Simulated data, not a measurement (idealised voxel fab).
This section sets out a process module, namely voxel fin reveal.
Shown is cross-section cut, with a width of 180 nm and square cells of size 5 nm.
Cross-section = grid of square cells, listed top down in bands; band = one or more rows.
Top height, bottom height, nm. Materials left to right, width each, nm. Single material + "throughout" = fills band edge to edge. "blank" = empty.
Where do heights start? At 0: under that level the wafer as delivered is made of one material only. And the lowest band has no floor; it just carries on downward, as in "0 and below".
A width given as "30..40" starts at the first number in the band's top row and ends at the second number in its bottom row, shifting by an equal amount at every step from row to row.
"same as before" for a step: no cell of the cross-section changed in that step.
The entry "Catalogued sealed voids" lists the empty spaces that cover at least 8 cells and have no open path to the top. Each is written as width x height at distance, where the distance is measured from the left edge and all three values are in nm.
On each step's line, the part that comes after the settings is the simulator's own comment on the step.
When a step includes a mask, the "overlay nm" setting on its line states how far to the right of its planned place that mask lay, and negative values state how far to the left.

Planned step list for the process:
1: RECEIVE (material Si)
2: CONFORMAL_DEP (material SiN; thk nm 10)
3: MASKED_ETCH (tone cover; mask id FINS; width nm 15; pitch nm 35; etch materials SiN; depth nm 10; overlay nm 0)
4: MASKED_ETCH (tone cover; mask id FINS; width nm 15; pitch nm 35; etch materials Si; depth nm 40; overlay nm 0)
5: OXIDIZE (depth nm 5)
6: FILL_DEP (material SiO2; thk nm 15)
7: CMP (height nm 10)
8: SELECTIVE_ETCH (etch materials SiO2; depth nm 35)
9: STRIP (etch materials SiN)

The following pertains to the first of two wafers, which was processed as planned:

Cross-section of the wafer as it came to us, i.e., already through step 1:
* 0 and below: Si throughout
* Catalogued sealed voids: none

Wafer section view after processing step 2:
* 10 down to 0: SiN throughout
* Under 0: no change, same as before.

Wafer section view after processing step 3:
* 10 down to 0: blank=65, then SiN=15, then blank=20, then SiN=15, then blank=65
* Under 0: no change, same as before.

Wafer section view after processing step 4:
* 10 down to 0: blank=65, then SiN=15, then blank=20, then SiN=15, then blank=65
* 0 down to -40: blank=65, then Si=15, then blank=20, then Si=15, then blank=65
* Under -40: no change, same as before.

Wafer section view after processing step 5:
* 10 down to 0: blank=65, then SiN=15, then blank=20, then SiN=15, then blank=65
* 0 down to -40: blank=65, then SiO2=5, then Si=5, then SiO2=5, then blank=20, then SiO2=5, then Si=5, then SiO2=5, then blank=65
* -40 down to -45: SiO2=70, then Si=5, then SiO2=30, then Si=5, then SiO2=70
* Under -45: no change, same as before.

Wafer section view after processing step 6:
* 25 down to 10: SiO2 throughout
* 10 down to 0: SiO2=65, then SiN=15, then SiO2=20, then SiN=15, then SiO2=65
* 0 down to -45: SiO2=70, then Si=5, then SiO2=30, then Si=5, then SiO2=70
* Under -45: no change, same as before.

Wafer section view after processing step 7:
* 10 down to 0: SiO2=65, then SiN=15, then SiO2=20, then SiN=15, then SiO2=65
* Under 0: no change, same as before.

Wafer section view after processing step 8:
* 10 down to 0: blank=65, then SiN=15, then blank=20, then SiN=15, then blank=65
* 0 down to -25: blank=70, then Si=5, then blank=30, then Si=5, then blank=70
* Under -25: no change, same as before.

Wafer section view after processing step 9:
* 0 down to -25: blank=70, then Si=5, then blank=30, then Si=5, then blank=70
* Under -25: no change, same as before.

Second wafer - shared start and plan with the first - one error in running - same as the first up to step 2 inclusive:

Cross-section of the second wafer corresponding to the planned conclusion of step 3:
* 10 down to 0: blank=65, then SiN=20, then blank=15, then SiN=20, then blank=60
* Under 0: no change, same as before.

Cross-section of the second wafer corresponding to the planned conclusion of step 4:
* 10 down to 0: blank=65, then SiN=20, then blank=15, then SiN=20, then blank=60
* 0 down to -40: blank=65, then Si=20, then blank=15, then Si=20, then blank=60
* Under -40: no change, same as before.

Cross-section of the second wafer corresponding to the planned conclusion of step 5:
* 10 down to 0: blank=65, then SiN=20, then blank=15, then SiN=20, then blank=60
* 0 down to -40: blank=65, then SiO2=5, then Si=10, then SiO2=5, then blank=15, then SiO2=5, then Si=10, then SiO2=5, then blank=60
* -40 down to -45: SiO2=70, then Si=10, then SiO2=25, then Si=10, then SiO2=65
* Under -45: no change, same as before.

Cross-section of the second wafer corresponding to the planned conclusion of step 6:
* 25 down to 10: SiO2 throughout
* 10 down to 0: SiO2=65, then SiN=20, then SiO2=15, then SiN=20, then SiO2=60
* 0 down to -45: SiO2=70, then Si=10, then SiO2=25, then Si=10, then SiO2=65
* Under -45: no change, same as before.

Cross-section of the second wafer corresponding to the planned conclusion of step 7:
* 10 down to 0: SiO2=65, then SiN=20, then SiO2=15, then SiN=20, then SiO2=60
* Under 0: no change, same as before.

Cross-section of the second wafer corresponding to the planned conclusion of step 8:
* 10 down to 0: blank=65, then SiN=20, then blank=15, then SiN=20, then blank=60
* 0 down to -25: blank=70, then Si=10, then blank=25, then Si=10, then blank=65
* Under -25: no change, same as before.

Cross-section of the second wafer corresponding to the planned conclusion of step 9:
* 0 down to -25: blank=70, then Si=10, then blank=25, then Si=10, then blank=65
* Under -25: no change, same as before.
What was done differently from what was planned? heads up, step 3 didn't go per plan, it actually ran as MASKED_ETCH (tone cover; mask id FINS; width nm 20; pitch nm 35; etch materials SiN; depth nm 10; overlay nm 0)
Per the end-of-run cell counts, the second wafer holds more or fewer of some materials than the first: Si +18, SiO2 -8
